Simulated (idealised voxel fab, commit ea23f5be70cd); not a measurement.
Presented below is a process module, voxel wiring stack.
FYI the section here is cut, 170 nm wide, cells are 5 nm squares.
Cross-section = grid of square cells, listed top down in bands; band = one or more rows.
Basically the band line says how high the top is and how high the bottom is, in nm, and then what's in it from left to right, every material with its width in nm. Empty space shows up as "blank", and if a single material carries "throughout" it runs the full band edge to edge.
Height is counted from the level 0, under which the received wafer is composed throughout of one material. The lowest of the bands is not closed at the bottom but continues downward, in the notation "top 0, no bottom".
Width: "30..40" (first number = top row, second number = bottom row, same change from row to row of cells).
What does "nothing different" mean for a step? It means no cell of the cross-section changed in that step.
What "Closed internal voids" gives you is every empty space of 8 cells or more that is cut off from the top. Each appears as width x height at distance, with the distance taken from the left edge and width, height and distance all in nm.
It should be noted that, on the line of a given step, the content following the step's settings is a remark produced by the simulator itself with respect to that step.
What "overlay nm" on a step's line means: if the step has a mask, that mask lay this far to the right of its planned place, or, when the value is negative, to the left.
Everything after this point is organized in pairs: a cross-section before one process step, a cross-section after it that shows only as deep as the lowest changed band, and, under the pair, the intervening step with its settings. Because different runs of this module on the same starting wafer can supply different pairs, a pair continues from the pair above it only if its entry headed "Ahead of processing" says so.
# Ahead of processing
* top 85, bottom 70  Cu (25) / TiN (5) / SiO2 (10) / TiN (5) / Cu (35) / TiN (5) / SiO2 (10) / TiN (5) / Cu (35) / TiN (5) / SiO2 (10) / TiN (5) / Cu (15)
* top 70, bottom 65  TiN (20) / Cu (5) / TiN (5) / SiO2 (10) / TiN (35) / Cu (5) / TiN (5) / SiO2 (10) / TiN (35) / Cu (5) / TiN (5) / SiO2 (10) / TiN (20)
* top 65, bottom 55  SiO2 (15) / TiN (5) / Cu (5) / TiN (5) / SiO2 (40) / TiN (5) / Cu (5) / TiN (5) / SiO2 (40) / TiN (5) / Cu (5) / TiN (5) / SiO2 (30)
* top 55, bottom 50  SiO2 (15) / TiN (15) / SiO2 (40) / TiN (15) / SiO2 (40) / TiN (15) / SiO2 (30)
* top 50, bottom 45  SiCN throughout
* top 45, bottom 20  lowk (15) / TiN (5) / Ru (15) / TiN (5) / lowk (30) / TiN (5) / Ru (15) / TiN (5) / lowk (30) / TiN (5) / Ru (15) / TiN (5) / lowk (20)
* top 20, bottom 15  SiCN (15) / TiN (25) / SiCN (30) / TiN (25) / SiCN (30) / TiN (25) / SiCN (20)
* top 15, bottom 0  SiO2 throughout
* top 0, no bottom  Si throughout
* Closed internal voids: none
# Result of Step
* top 90, bottom 85  SiCN throughout
* No changes below 85.
* Closed internal voids: none
Intermediate step for the cross-sections above: CONFORMAL_DEP [material SiCN] [thk nm 5]
